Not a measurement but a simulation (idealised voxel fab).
Title: Process Module voxel transistor to metal
140 nm wide, 5 nm square cells: that's cross-section cut.
In this document a cross-section is written as a grid of square cells. It is given as a series of bands, listed from the top down, and a band is one or more rows of cells.
Band entry format. Leading values: height of top, height of bottom, nm. Remainder: materials in left-to-right order, each with its width in nm. Special words: "full width" on a single material, which then fills the band edge to edge; "empty", empty space.
Heights are expressed relative to 0, this being the level below which the as-received wafer comprises one material exclusively. The lowest band is unbounded in the downward direction and is denoted as in "z 0 and below".
Width "30->40": first value at the band's top row of cells, second value at its bottom row, equal change from row to row.
You'll sometimes find "nothing different" written for a step, and that's the way of saying that nowhere in the cross-section did a cell change during that step.
Empty spaces without an open route to the top, at least 8 cells in extent, make up the entry "Closed voids list"; each is given as width x height at distance, where the distance is measured from the left edge, and all are in nm.
If you see something after the settings on a step's line, that's the simulator's own remark about that step.
The optional step-line setting "overlay nm" applies to steps with a mask and quantifies how far to the right of its planned location the mask lay, a negative value indicating leftward placement.

Listed below are the process steps as planned:
1,RECEIVE (material Si)
2,CONFORMAL_DEP (material SiO2; thk nm 5)
3,CONFORMAL_DEP (material SiN; thk nm 10)
4,MASKED_ETCH (tone cover; mask id ACTIVE; width nm 110; etch materials SiN; depth nm 10; overlay nm 0)
5,MASKED_ETCH (tone cover; mask id ACTIVE; width nm 110; etch materials SiO2; depth nm 5; overlay nm 0)
6,MASKED_ETCH (tone cover; mask id ACTIVE; width nm 110; etch materials Si; depth nm 25; overlay nm 0)
7,FILL_DEP (material SiO2; thk nm 10)
8,CMP (height nm 15)
9,SELECTIVE_ETCH (etch materials SiO2; depth nm 5)
10,STRIP (etch materials SiN)
11,SELECTIVE_ETCH (etch materials SiO2; depth nm 5)
12,OXIDIZE (depth nm 5)
13,DIRECTIONAL_DEP (material polySi; thk nm 20)
14,DIRECTIONAL_DEP (material SiCN; thk nm 15)
15,PATTERN (tone cover; mask id GATE; material resist; width nm 20; thk nm 15; overlay nm 0)
16,DIRECTIONAL_ETCH (etch materials SiCN; depth nm 25)
17,DIRECTIONAL_ETCH (etch materials polySi; depth nm 30)
18,STRIP (etch materials resist)
19,CONFORMAL_DEP (material SiN; thk nm 5)
20,DIRECTIONAL_ETCH (etch materials SiN; depth nm 5)
21,DIRECTIONAL_ETCH (etch materials SiO2; depth nm 5)
22,DIRECTIONAL_ETCH (etch materials Si; depth nm 5)
23,EPI (material pSi; thk nm 5)
24,FILL_DEP (material SiO2; thk nm 10)
25,CMP (height nm 35)
26,DIRECTIONAL_DEP (material SiO2; thk nm 10)
27,DIRECTIONAL_DEP (material aC; thk nm 15)
28,PATTERN (tone open; mask id CONTACT; material resist; width nm 30; pitch nm 60; thk nm 35; overlay nm 0)
29,DIRECTIONAL_ETCH (etch materials aC; depth nm 15)
30,STRIP (etch materials resist)
31,DIRECTIONAL_ETCH (etch materials SiO2; depth nm 50)
32,STRIP (etch materials aC)
33,CONFORMAL_DEP (material TiN; thk nm 5)
34,FILL_DEP (material W; thk nm 5)
35,CMP (height nm 45)
36,DIRECTIONAL_DEP (material TiN; thk nm 5)
37,DIRECTIONAL_DEP (material W; thk nm 20)
38,MASKED_ETCH (tone cover; mask id METAL_1; width nm 15; pitch nm 75; etch materials W; depth nm 20; overlay nm 0)
39,MASKED_ETCH (tone cover; mask id METAL_1; width nm 15; pitch nm 75; etch materials TiN; depth nm 5; overlay nm 0)
40,CONFORMAL_DEP (material SiN; thk nm 5)
41,FILL_DEP (material SiO2; thk nm 5)
42,CMP (height nm 70)
43,CONFORMAL_DEP (material SiCN; thk nm 5)

Cross-section: wafer on arrival = after step 1:
z 0 and below: Si full width
Closed voids list: none

The following cross-section depicts the wafer upon conclusion of the module. Processing commenced from the starting condition illustrated above and adhered to the plan illustrated above, save for one mistake in execution:
z 80 to 75: SiCN full width
z 75 to 70: SiO2: 20; SiN: 25; SiO2: 50; SiN: 25; SiO2: 20
z 70 to 50: SiO2: 20; SiN: 5; W: 15; SiN: 5; SiO2: 50; SiN: 5; W: 15; SiN: 5; SiO2: 20
z 50 to 45: SiN: 25; TiN: 15; SiN: 60; TiN: 15; SiN: 25
z 45 to 35: SiO2: 25; TiN: 5; W: 20; TiN: 5; SiO2: 30; TiN: 5; W: 20; TiN: 5; SiO2: 25
z 35 to 20: SiO2: 25; TiN: 5; W: 20; TiN: 5; SiN: 5; SiCN: 20; SiN: 5; TiN: 5; W: 20; TiN: 5; SiO2: 25
z 20 to 5: SiO2: 25; TiN: 5; W: 20; TiN: 5; SiN: 5; polySi: 20; SiN: 5; TiN: 5; W: 20; TiN: 5; SiO2: 25
z 5 to 0: SiO2: 10; SiN: 5; SiO2: 10; TiN: 5; W: 15; TiN: 10; SiN: 5; polySi: 20; SiN: 5; TiN: 10; W: 15; TiN: 5; SiO2: 10; SiN: 5; SiO2: 10
z 0 to -5: SiO2: 25; TiN: 25; pSi: 5; SiO2: 30; pSi: 5; TiN: 25; SiO2: 25
z -5 to -10: SiO2: 15; pSi: 40; Si: 30; pSi: 40; SiO2: 15
z -10 to -25: SiO2: 15; Si: 110; SiO2: 15
z -25 and below: Si full width
Closed voids list: none
What went wrong in running the wafer? the process deviated at step 42: the operation and settings actually run there were CMP (height nm 75)
